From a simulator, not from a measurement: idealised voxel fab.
The process module that follows is named voxel self aligned contacts.
Cross-sectional view cut (width: 235 nm; square cell size: 5 nm).
Cross-section layout: square cells on a grid; listed as bands, top to bottom; a band spans one or more cell rows.
Per band: top height and bottom height in nm, followed by the left-to-right materials and their widths in nm; "full width" marks a single material spanning edge to edge, "air" marks empty space.
Height 0 is the level under which the wafer as received is all one material. The lowest band goes on downwards, as in "top 0, no bottom".
A width such as "30 to 40" changes by the same amount from each row of cells to the next, from the band's top row to its bottom row.
Given "no modifications" for a step, no cell of the cross-section differs between before and after that step.
Each empty space that has no open way to the top and spans at least 8 cells appears under "Closed internal voids" as width x height at distance, the distance counted from the left edge, all in nm.
Step line, after settings: the simulator's comment on this step.
overlay nm: for a step with a mask, the amount by which the mask lay right of where it was planned; a negative amount means left of it.

-- Process steps (planned)
1,RECEIVE (material Si)
2,CONFORMAL_DEP (material SiO2; thk nm 5)
3,DIRECTIONAL_DEP (material polySi; thk nm 30)
4,DIRECTIONAL_DEP (material SiN; thk nm 15)
5,PATTERN (tone cover; mask id GATE; material resist; width nm 25; pitch nm 50; thk nm 20; overlay nm 0)
6,DIRECTIONAL_ETCH (etch materials SiN; depth nm 15)
7,DIRECTIONAL_ETCH (etch materials polySi; depth nm 30)
8,STRIP (etch materials resist)
9,CONFORMAL_DEP (material SiN; thk nm 5)
10,DIRECTIONAL_ETCH (etch materials SiN; depth nm 5)
11,FILL_DEP (material SiO2; thk nm 15)
12,CMP (height nm 60)
13,PATTERN (tone open; mask id CONTACT; material resist; width nm 35; pitch nm 50; thk nm 15; overlay nm 0)
14,DIRECTIONAL_ETCH (etch materials SiO2; depth nm 60)
15,STRIP (etch materials resist)
16,CONFORMAL_DEP (material TiN; thk nm 5)
17,FILL_DEP (material Ru; thk nm 10)
18,CMP (height nm 60)
19,CONFORMAL_DEP (material SiCN; thk nm 5)

-- As-received state of the wafer in cross-section, equivalent to post-step 1
  top 0, no bottom | Si full width
  Closed internal voids: none

-- Looking at the first of two wafers in cross-section at end of module - ran to plan
  top 65, bottom 60 | SiCN full width
  top 60, bottom 50 | SiO2 (75), TiN (5 to 15), Ru (25 to 5), TiN (5 to 15), SiO2 (15), TiN (5 to 15), Ru (25 to 5), TiN (5 to 15), SiO2 (75)
  top 50, bottom 35 | SiO2 (50), SiN (35), TiN (5), Ru (5), TiN (5), SiN (35), TiN (5), Ru (5), TiN (5), SiN (35), SiO2 (50)
  top 35, bottom 5 | SiO2 (50), SiN (5), polySi (25), SiN (5), TiN (5), Ru (5), TiN (5), SiN (5), polySi (25), SiN (5), TiN (5), Ru (5), TiN (5), SiN (5), polySi (25), SiN (5), SiO2 (50)
  top 5, bottom 0 | SiO2 (85), TiN (15), SiO2 (35), TiN (15), SiO2 (85)
  top 0, no bottom | Si full width
  Closed internal voids: none

-- second wafer at the end: like start, like plan, one mistake
  top 65, bottom 60 | SiCN full width
  top 60, bottom 50 | SiO2 (75), TiN (5 to 15), Ru (25 to 10), TiN (5 to 10), SiO2 (15), TiN (5 to 15), Ru (25 to 10), TiN (5 to 10), SiO2 (75)
  top 50, bottom 35 | SiO2 (55), SiN (30), TiN (5), Ru (10), TiN (5), SiN (30), TiN (5), Ru (10), TiN (5), SiN (30), SiO2 (50)
  top 35, bottom 5 | SiO2 (55), SiN (5), polySi (20), SiN (5), TiN (5), Ru (10), TiN (5), SiN (5), polySi (20), SiN (5), TiN (5), Ru (10), TiN (5), SiN (5), polySi (20), SiN (5), SiO2 (50)
  top 5, bottom 0 | SiO2 (85), TiN (20), SiO2 (30), TiN (20), SiO2 (80)
  top 0, no bottom | Si full width
  Closed internal voids: none
Against the plan, the run slipped here: planned and actual differ for step 5; actual: PATTERN (tone cover; mask id GATE; material resist; width nm 20; pitch nm 50; thk nm 20; overlay nm 0)
Count the cells at the end and the second wafer has more or fewer of some materials than the first: 20 more of Ru, 9 fewer of SiN, 7 more of SiO2, 18 fewer of polySi
